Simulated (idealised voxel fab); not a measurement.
Module name: voxel self aligned vias (process module)
This is section cut - it's 295 nm across, gridded in 5 nm square cells.
How to read a cross-section here: the picture is a grid of square cells, written as bands going from the top down, and any band can span one or more rows of cells.
Each band's line starts with the height of the band's top and of its bottom, in nm. Then come its materials from left to right, each with its width in nm. One material with "everywhere" fills the band from edge to edge. "empty" is empty space.
Heights are expressed relative to 0, this being the level below which the as-received wafer comprises one material exclusively. The lowest band is unbounded in the downward direction and is denoted as in "0 -> down".
A two-number width, for instance "30->40", indicates that the width is equal to the first number in the top row of the band and to the second number in the bottom row, and that it changes by a constant amount per row of cells.
The designation "identical to before", where it is given for a processing step, indicates that no cell of the cross-section was altered in the course of that step.
Listed in "Enclosed void catalog": every empty space of 8 or more cells without an open way to the top. Form: width x height at distance, the distance being from the left edge, all in nm.
On each step's line, the part that comes after the settings is the simulator's own comment on the step.
overlay nm: mask offset rightward from planned place, masked step; negative means leftward offset.
THESE ARE THE STEPS WE PLANNED FOR THE PROCESS
1 RECEIVE (material Si)
2 CONFORMAL_DEP (material SiO2; thk nm 15)
3 CONFORMAL_DEP (material SiCN; thk nm 5)
4 DIRECTIONAL_DEP (material lowk; thk nm 25)
5 DIRECTIONAL_DEP (material aC; thk nm 15)
6 PATTERN (tone open; mask id LINES; material resist; width nm 25; pitch nm 60; thk nm 30; overlay nm 0)
7 DIRECTIONAL_ETCH (etch materials aC; depth nm 15)
8 STRIP (etch materials resist)
9 DIRECTIONAL_ETCH (etch materials lowk; depth nm 25)
10 STRIP (etch materials aC)
11 CONFORMAL_DEP (material TiN; thk nm 5)
12 FILL_DEP (material Ru; thk nm 10)
13 CMP (height nm 45)
14 SELECTIVE_ETCH (etch materials W Ru TiN; depth nm 5)
15 FILL_DEP (material SiN; thk nm 5)
16 CMP (height nm 45)
17 DIRECTIONAL_DEP (material lowk; thk nm 15)
18 PATTERN (tone open; mask id VIAS; material resist; width nm 45; pitch nm 60; thk nm 15; overlay nm 0)
19 DIRECTIONAL_ETCH (etch materials lowk; depth nm 15)
20 DIRECTIONAL_ETCH (etch materials SiN; depth nm 5)
21 STRIP (etch materials resist)
22 CONFORMAL_DEP (material TiN; thk nm 5)
23 FILL_DEP (material Ru; thk nm 10)
24 CMP (height nm 60)
25 CONFORMAL_DEP (material SiN; thk nm 5)
SHOWN IN CROSS-SECTION IS THE WAFER AS RECEIVED, THAT IS, AS IT STANDS AFTER STEP 1
- 0 -> down | Si everywhere
- Enclosed void catalog: none
A WAFER AT THE END: THIS START, THIS PLAN, ONE MISTAKE
- 65 -> 60 | SiN everywhere
- 60 -> 50 | Ru 60, TiN 5, lowk 45, TiN 5, Ru 5, TiN 5, lowk 45, TiN 5, Ru 5, TiN 5, lowk 45, TiN 5, Ru 60
- 50 -> 45 | TiN 65, lowk 45, TiN 15, lowk 45, TiN 15, lowk 45, TiN 65
- 45 -> 40 | lowk 75, SiN 25, lowk 35, SiN 25, lowk 35, SiN 25, lowk 75
- 40 -> 25 | lowk 75, TiN 5, Ru 15, TiN 5, lowk 35, TiN 5, Ru 15, TiN 5, lowk 35, TiN 5, Ru 15, TiN 5, lowk 75
- 25 -> 20 | lowk 75, TiN 25, lowk 35, TiN 25, lowk 35, TiN 25, lowk 75
- 20 -> 15 | SiCN everywhere
- 15 -> 0 | SiO2 everywhere
- 0 -> down | Si everywhere
- Enclosed void catalog: none
The mistake made against the process plan was this: for step 18, the planned setting was not used; the step was instead run as PATTERN (tone cover; mask id VIAS; material resist; width nm 45; pitch nm 60; thk nm 15; overlay nm 0)
